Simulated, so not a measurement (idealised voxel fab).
The document below concerns the process module designated voxel air gaps.
245 nm wide, 5 nm square cells: that's cross-section cut.
Just so we're on the same page, the cross-sections are grids of square cells, and they're listed out in bands top to bottom, each band one or more rows deep. Top height, bottom height, nm. Materials left to right, width each, nm. Single material + "throughout" = fills band edge to edge. "empty" = empty. Height 0 is the level under which the wafer as received is all one material. The lowest band goes on downwards, as in "z 0 and below". A two-number width, for instance "30->40", indicates that the width is equal to the first number in the top row of the band and to the second number in the bottom row, and that it changes by a constant amount per row of cells. When a step is marked "no change occurred", none of the cells in the cross-section changed during that step. Look at "Catalogued sealed voids" for the closed voids: empty spaces with no open path to the top, sized 8 cells or up. Each is width x height at distance, distance from the left edge, all nm. Where a step's line continues beyond its settings, the continuation is a remark by the simulator itself on that step. On any step carrying a mask, the "overlay nm" setting, if present on the step's line, tells how far right of its planned place the mask lay; negative values point to the left.

-- Steps planned for the process
| 1 | RECEIVE,material Si |
| 2 | CONFORMAL_DEP,material SiO2,thk nm 15 |
| 3 | CONFORMAL_DEP,material SiCN,thk nm 5 |
| 4 | DIRECTIONAL_DEP,material lowk,thk nm 35 |
| 5 | PATTERN,tone open,mask id LINES,material resist,width nm 25,pitch nm 55,thk nm 20,overlay nm 0 |
| 6 | DIRECTIONAL_ETCH,etch materials lowk,depth nm 35 |
| 7 | STRIP,etch materials resist |
| 8 | CONFORMAL_DEP,material TiN,thk nm 5 |
| 9 | FILL_DEP,material W,thk nm 5 |
| 10 | CMP,height nm 55 |
| 11 | EPI,material Ru,thk nm 10 |
| 12 | SELECTIVE_ETCH,etch materials lowk,depth nm 45 |
| 13 | CONFORMAL_DEP,material SiCN,thk nm 5 |

-- As received (post step 1): cross-section
z 0 and below: Si throughout
Catalogued sealed voids: none

-- As-planned run: cross-section of the first of two wafers at end of module
z 70 to 65: empty 40; SiCN 165; empty 40
z 65 to 55: empty 40; SiCN 5; Ru 45; SiCN 10; Ru 45; SiCN 10; Ru 45; SiCN 5; empty 40
z 55 to 50: empty 40; SiCN 15; TiN 5; W 15; TiN 5; SiCN 30; TiN 5; W 15; TiN 5; SiCN 30; TiN 5; W 15; TiN 5; SiCN 15; empty 40
z 50 to 25: empty 50; SiCN 5; TiN 5; W 15; TiN 5; SiCN 5; empty 20; SiCN 5; TiN 5; W 15; TiN 5; SiCN 5; empty 20; SiCN 5; TiN 5; W 15; TiN 5; SiCN 5; empty 50
z 25 to 20: SiCN 55; TiN 25; SiCN 30; TiN 25; SiCN 30; TiN 25; SiCN 55
z 20 to 15: SiCN throughout
z 15 to 0: SiO2 throughout
z 0 and below: Si throughout
Catalogued sealed voids: 20 x 25 at 85; 20 x 25 at 140

-- Second of two wafers, module complete, sectioned: it shares the first wafer's start and plan but was run with one mistake
z 70 to 65: empty 45; SiCN 50; empty 5; SiCN 50; empty 5; SiCN 50; empty 40
z 65 to 55: empty 45; SiCN 5; Ru 40; SiCN 5; empty 5; SiCN 5; Ru 40; SiCN 5; empty 5; SiCN 5; Ru 40; SiCN 5; empty 40
z 55 to 50: empty 45; SiCN 15; TiN 5; W 10; TiN 5; SiCN 15; empty 5; SiCN 15; TiN 5; W 10; TiN 5; SiCN 15; empty 5; SiCN 15; TiN 5; W 10; TiN 5; SiCN 15; empty 40
z 50 to 25: empty 55; SiCN 5; TiN 5; W 10; TiN 5; SiCN 5; empty 25; SiCN 5; TiN 5; W 10; TiN 5; SiCN 5; empty 25; SiCN 5; TiN 5; W 10; TiN 5; SiCN 5; empty 50
z 25 to 20: SiCN 60; TiN 20; SiCN 35; TiN 20; SiCN 35; TiN 20; SiCN 55
z 20 to 15: SiCN throughout
z 15 to 0: SiO2 throughout
z 0 and below: Si throughout
Catalogued sealed voids: none
Deviation from plan: step 5 was run on a setting that differed from the plan, and what really ran there is PATTERN,tone open,mask id LINES,material resist,width nm 20,pitch nm 55,thk nm 20,overlay nm 0
Final tally in cells, some materials are higher or lower on the second wafer than on the first: Ru: 6 fewer, TiN: 3 fewer, W: 18 fewer
Final observation: first wafer, 2 closed voids; second wafer, 0 closed voids.
